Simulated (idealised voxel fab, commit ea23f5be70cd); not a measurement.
You're looking at the process module voxel wiring stack.
Square cells of 5 nm make up the cross-section cut, whose width is 255 nm.
Cross-section spec: square-cell grid; bands listed top down; each band is one or more rows. Band: top height; bottom height; in nm. Then, left to right: material with width in nm, for each material. "edge to edge": a single material spanning edge to edge. "blank": empty space. Height reference: 0 = level under which incoming wafer is all one material. Lowest band: no bottom, runs on downward, e.g. "from 0 down". When a width is written as two numbers, as in "30->40", the first number is the width in the top row of cells of the band and the second is the width in its bottom row, and the width changes by the same amount from each row to the next. It should be understood that the words "no alterations made", when stated for a given step, signify that the cross-section underwent no change in any of its cells during that step. Empty spaces without an open route to the top, at least 8 cells in extent, make up the entry "Fully closed voids"; each is given as width x height at distance, where the distance is measured from the left edge, and all are in nm. Past the settings on a step's line: simulator remark, on that step. On any step carrying a mask, the "overlay nm" setting, if present on the step's line, tells how far right of its planned place the mask lay; negative values point to the left. Pairs, read this way: before one process step on the one hand, after it on the other, the after cross-section ending at the lowest band that changed; the step between, settings included, beneath. Same starting wafer throughout, but possibly different runs of this module, so no pair continues from the pair above unless its entry headed "Before-step section" says so.
[Before-step section]
	from 70 to 55: lowk=45  blank=25  lowk=20  blank=25  lowk=20  blank=25  lowk=20  blank=25  lowk=50
	from 55 to 45: lowk=45  blank=15  lowk=30  blank=15  lowk=30  blank=15  lowk=30  blank=15  lowk=60
	from 45 to 40: SiCN=45  blank=15  SiCN=30  blank=15  SiCN=30  blank=15  SiCN=30  blank=15  SiCN=60
	from 40 to 15: SiO2 edge to edge
	from 15 to 10: TiN edge to edge
	from 10 to 0: SiO2 edge to edge
	from 0 down: Si edge to edge
	Fully closed voids: none
[State After Step]
	from 75 to 70: TiN=50  blank=15  TiN=30  blank=15  TiN=30  blank=15  TiN=30  blank=15  TiN=55
	from 70 to 60: lowk=45  TiN=5  blank=15  TiN=5  lowk=20  TiN=5  blank=15  TiN=5  lowk=20  TiN=5  blank=15  TiN=5  lowk=20  TiN=5  blank=15  TiN=5  lowk=50
	from 60 to 55: lowk=45  TiN=5  blank=5  TiN=15  lowk=20  TiN=5  blank=5  TiN=15  lowk=20  TiN=5  blank=5  TiN=15  lowk=20  TiN=5  blank=5  TiN=15  lowk=50
	from 55 to 45: lowk=45  TiN=5  blank=5  TiN=5  lowk=30  TiN=5  blank=5  TiN=5  lowk=30  TiN=5  blank=5  TiN=5  lowk=30  TiN=5  blank=5  TiN=5  lowk=60
	from 45 to 40: SiCN=45  TiN=15  SiCN=30  TiN=15  SiCN=30  TiN=15  SiCN=30  TiN=15  SiCN=60
	Below 40, the layers are the same as they were.
	Fully closed voids: none
Between before and after as drawn above: CONFORMAL_DEP | material TiN | thk nm 5
Before-step section: The pre-step condition corresponds to the post-step cross-section depicted in the pair directly above.
[State After Step]
	from 80 to 75: Cu edge to edge
	from 75 to 70: TiN=50  Cu=15  TiN=30  Cu=15  TiN=30  Cu=15  TiN=30  Cu=15  TiN=55
	from 70 to 60: lowk=45  TiN=5  Cu=15  TiN=5  lowk=20  TiN=5  Cu=15  TiN=5  lowk=20  TiN=5  Cu=15  TiN=5  lowk=20  TiN=5  Cu=15  TiN=5  lowk=50
	from 60 to 55: lowk=45  TiN=5  Cu=5  TiN=15  lowk=20  TiN=5  Cu=5  TiN=15  lowk=20  TiN=5  Cu=5  TiN=15  lowk=20  TiN=5  Cu=5  TiN=15  lowk=50
	from 55 to 45: lowk=45  TiN=5  Cu=5  TiN=5  lowk=30  TiN=5  Cu=5  TiN=5  lowk=30  TiN=5  Cu=5  TiN=5  lowk=30  TiN=5  Cu=5  TiN=5  lowk=60
	Below 45, the layers are the same as they were.
	Fully closed voids: none
Between before and after as drawn above: FILL_DEP | material Cu | thk nm 5
Before-step section: The pre-step condition corresponds to the post-step cross-section depicted in the pair directly above.
[State After Step]
	from 70 to 60: lowk=45  TiN=5  Cu=15  TiN=5  lowk=20  TiN=5  Cu=15  TiN=5  lowk=20  TiN=5  Cu=15  TiN=5  lowk=20  TiN=5  Cu=15  TiN=5  lowk=50
	Below 60, the layers are the same as they were.
	Fully closed voids: none
Between before and after as drawn above: CMP | height nm 70
Before-step section: The pre-step condition corresponds to the post-step cross-section depicted in the pair directly above.
[State After Step]
	from 75 to 70: SiN edge to edge
	Below 70, the layers are the same as they were.
	Fully closed voids: none
Between before and after as drawn above: CONFORMAL_DEP | material SiN | thk nm 5
[Before-step section]
	from 70 to 55: lowk=45  blank=25  lowk=20  blank=25  lowk=20  blank=25  lowk=20  blank=25  lowk=50
	from 55 to 45: lowk edge to edge
	from 45 to 40: SiCN edge to edge
	from 40 to 15: lowk=40  SiN=5  Ru=25  SiN=5  lowk=10  SiN=5  Ru=25  SiN=5  lowk=10  SiN=5  Ru=25  SiN=5  lowk=10  SiN=5  Ru=25  SiN=5  lowk=45
	from 15 to 10: SiN=45  TiN=25  SiN=20  TiN=25  SiN=20  TiN=25  SiN=20  TiN=25  SiN=50
	from 10 to 0: SiO2 edge to edge
	from 0 down: Si edge to edge
	Fully closed voids: none
[State After Step]
	from 90 to 70: blank=45  resist=15  blank=30  resist=15  blank=30  resist=15  blank=30  resist=15  blank=60
	from 70 to 55: lowk=45  resist=15  blank=10  lowk=20  resist=15  blank=10  lowk=20  resist=15  blank=10  lowk=20  resist=15  blank=10  lowk=50
	Below 55, the layers are the same as they were.
	Fully closed voids: none
Between before and after as drawn above: PATTERN | tone cover | mask id METAL_2_HOLES | material resist | width nm 15 | pitch nm 45 | thk nm 20 | overlay nm 0
Before-step section: The pre-step condition corresponds to the post-step cross-section depicted in the pair directly above.
[State After Step]
	from 90 to 60: blank=45  resist=15  blank=30  resist=15  blank=30  resist=15  blank=30  resist=15  blank=60
	from 60 to 55: lowk=45  resist=15  blank=10  lowk=20  resist=15  blank=10  lowk=20  resist=15  blank=10  lowk=20  resist=15  blank=10  lowk=50
	from 55 to 45: lowk=60  blank=10  lowk=35  blank=10  lowk=35  blank=10  lowk=35  blank=10  lowk=50
	Below 45, the layers are the same as they were.
	Fully closed voids: none
Between before and after as drawn above: DIRECTIONAL_ETCH | etch materials lowk | depth nm 10
Before-step section: The pre-step condition corresponds to the post-step cross-section depicted in the pair directly above.
[State After Step]
	from 90 to 60: blank=45  resist=15  blank=30  resist=15  blank=30  resist=15  blank=30  resist=15  blank=60
	from 60 to 55: lowk=45  resist=15  blank=10  lowk=20  resist=15  blank=10  lowk=20  resist=15  blank=10  lowk=20  resist=15  blank=10  lowk=50
	from 55 to 45: lowk=60  blank=10  lowk=35  blank=10  lowk=35  blank=10  lowk=35  blank=10  lowk=50
	from 45 to 40: SiCN=60  blank=10  SiCN=35  blank=10  SiCN=35  blank=10  SiCN=35  blank=10  SiCN=50
	Below 40, the layers are the same as they were.
	Fully closed voids: none
Between before and after as drawn above: DIRECTIONAL_ETCH | etch materials SiCN | depth nm 5
Before-step section: The pre-step condition corresponds to the post-step cross-section depicted in the pair directly above.
[State After Step]
	from 60 to 55: lowk=45  blank=25  lowk=20  blank=25  lowk=20  blank=25  lowk=20  blank=25  lowk=50
	Below 55, the layers are the same as they were.
	Fully closed voids: none
Between before and after as drawn above: STRIP | etch materials resist
Before-step section: The pre-step condition corresponds to the post-step cross-section depicted in the pair directly above.
[State After Step]
	from 65 to 60: TiN=50  blank=15  TiN=30  blank=15  TiN=30  blank=15  TiN=30  blank=15  TiN=55
	from 60 to 55: lowk=45  TiN=25  lowk=20  TiN=25  lowk=20  TiN=25  lowk=20  TiN=25  lowk=50
	from 55 to 45: lowk=60  TiN=10  lowk=35  TiN=10  lowk=35  TiN=10  lowk=35  TiN=10  lowk=50
	from 45 to 40: SiCN=60  TiN=10  SiCN=35  TiN=10  SiCN=35  TiN=10  SiCN=35  TiN=10  SiCN=50
	Below 40, the layers are the same as they were.
	Fully closed voids: none
Between before and after as drawn above: CONFORMAL_DEP | material TiN | thk nm 5
Before-step section: The pre-step condition corresponds to the post-step cross-section depicted in the pair directly above.
[State After Step]
	from 70 to 65: Cu edge to edge
	from 65 to 60: TiN=50  Cu=15  TiN=30  Cu=15  TiN=30  Cu=15  TiN=30  Cu=15  TiN=55
	Below 60, the layers are the same as they were.
	Fully closed voids: none
Between before and after as drawn above: FILL_DEP | material Cu | thk nm 5
Before-step section: The pre-step condition corresponds to the post-step cross-section depicted in the pair directly above.
[State After Step]
	from 75 to 70: SiN edge to edge
	Below 70, the layers are the same as they were.
	Fully closed voids: none
Between before and after as drawn above: CONFORMAL_DEP | material SiN | thk nm 5
